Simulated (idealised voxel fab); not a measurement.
Herein follows the process module entitled voxel released beams.
This is section cut - it's 275 nm across, gridded in 5 nm square cells.
Cross-section, as written here: a square-cell grid given band by band from the top down, where a band holds one or more rows of cells. First you get the band's top height and its bottom height, in nm, and then the materials it's made of, left to right, with each width in nm. If you see a single material with "throughout", that one covers the band edge to edge. "empty" is empty space. Heights from 0 (as-received wafer is one material below). Bottom band endless downward, as "0 -> down". A two-number width, for instance "30->40", indicates that the width is equal to the first number in the top row of the band and to the second number in the bottom row, and that it changes by a constant amount per row of cells. Step note "all unchanged" = no cross-section cell changed. Empty spaces without an open route to the top, at least 8 cells in extent, make up the entry "Enclosed empty spaces"; each is given as width x height at distance, where the distance is measured from the left edge, and all are in nm. after a step's settings: what the simulator itself notes on the step. "overlay nm" denotes, for a step that has a mask, the displacement of the mask to the right of its planned place, with negative values corresponding to the left.

These are the steps we planned for the process:
1,RECEIVE [material Si]
2,CONFORMAL_DEP [material Al2O3] [thk nm 10]
3,DIRECTIONAL_DEP [material SiO2] [thk nm 15]
4,MASKED_ETCH [tone open] [mask id ANCHOR] [width nm 25] [etch materials SiO2] [depth nm 15] [overlay nm 0]
5,CONFORMAL_DEP [material SiN] [thk nm 10]
6,MASKED_ETCH [tone cover] [mask id BEAM] [width nm 105] [etch materials SiN] [depth nm 10] [overlay nm 0]
7,STRIP [etch materials SiO2]

The following pertains to the first of two wafers, which was processed as planned:

Received-state cross-section, reflecting completion of step 1:
- 0 -> down | Si throughout
- Enclosed empty spaces: none

Once step 2 is through, the wafer looks like this in cross-section:
- 10 -> 0 | Al2O3 throughout
- Under the height 0 nothing was changed.

Once step 3 is through, the wafer looks like this in cross-section:
- 25 -> 10 | SiO2 throughout
- Under the height 10 nothing was changed.

Once step 4 is through, the wafer looks like this in cross-section:
- 25 -> 10 | 85 of SiO2  25 of empty  165 of SiO2
- Under the height 10 nothing was changed.

Once step 5 is through, the wafer looks like this in cross-section:
- 35 -> 25 | 95 of SiN  5 of empty  175 of SiN
- 25 -> 20 | 85 of SiO2  10 of SiN  5 of empty  10 of SiN  165 of SiO2
- 20 -> 10 | 85 of SiO2  25 of SiN  165 of SiO2
- Under the height 10 nothing was changed.

Once step 6 is through, the wafer looks like this in cross-section:
- 35 -> 25 | 80 of empty  15 of SiN  5 of empty  85 of SiN  90 of empty
- Under the height 25 nothing was changed.

Once step 7 is through, the wafer looks like this in cross-section:
- 35 -> 25 | 80 of empty  15 of SiN  5 of empty  85 of SiN  90 of empty
- 25 -> 20 | 85 of empty  10 of SiN  5 of empty  10 of SiN  165 of empty
- 20 -> 10 | 85 of empty  25 of SiN  165 of empty
- Under the height 10 nothing was changed.

Second wafer, same starting state and plan as the first, one mistake in the run, identical through step 1:

Here is the second wafer in cross-section at the point where step 2 of the plan should have been done:
- 15 -> 0 | SiO2 throughout
- Under the height 0 nothing was changed.

Here is the second wafer in cross-section at the point where step 3 of the plan should have been done:
- 25 -> 15 | Al2O3 throughout
- Under the height 15 nothing was changed.

Here is the second wafer in cross-section at the point where step 4 of the plan should have been done: all unchanged

Here is the second wafer in cross-section at the point where step 5 of the plan should have been done:
- 35 -> 25 | SiN throughout
- Under the height 25 nothing was changed.

Here is the second wafer in cross-section at the point where step 6 of the plan should have been done:
- 35 -> 25 | 80 of empty  105 of SiN  90 of empty
- Under the height 25 nothing was changed.

Here is the second wafer in cross-section at the point where step 7 of the plan should have been done: all unchanged
Deviation noted in wafer processing: a sequencing error occurred in which plan steps 2 and 3 were transposed
Cell-count delta at end, second wafer over first, by material: -12 SiN; +165 SiO2
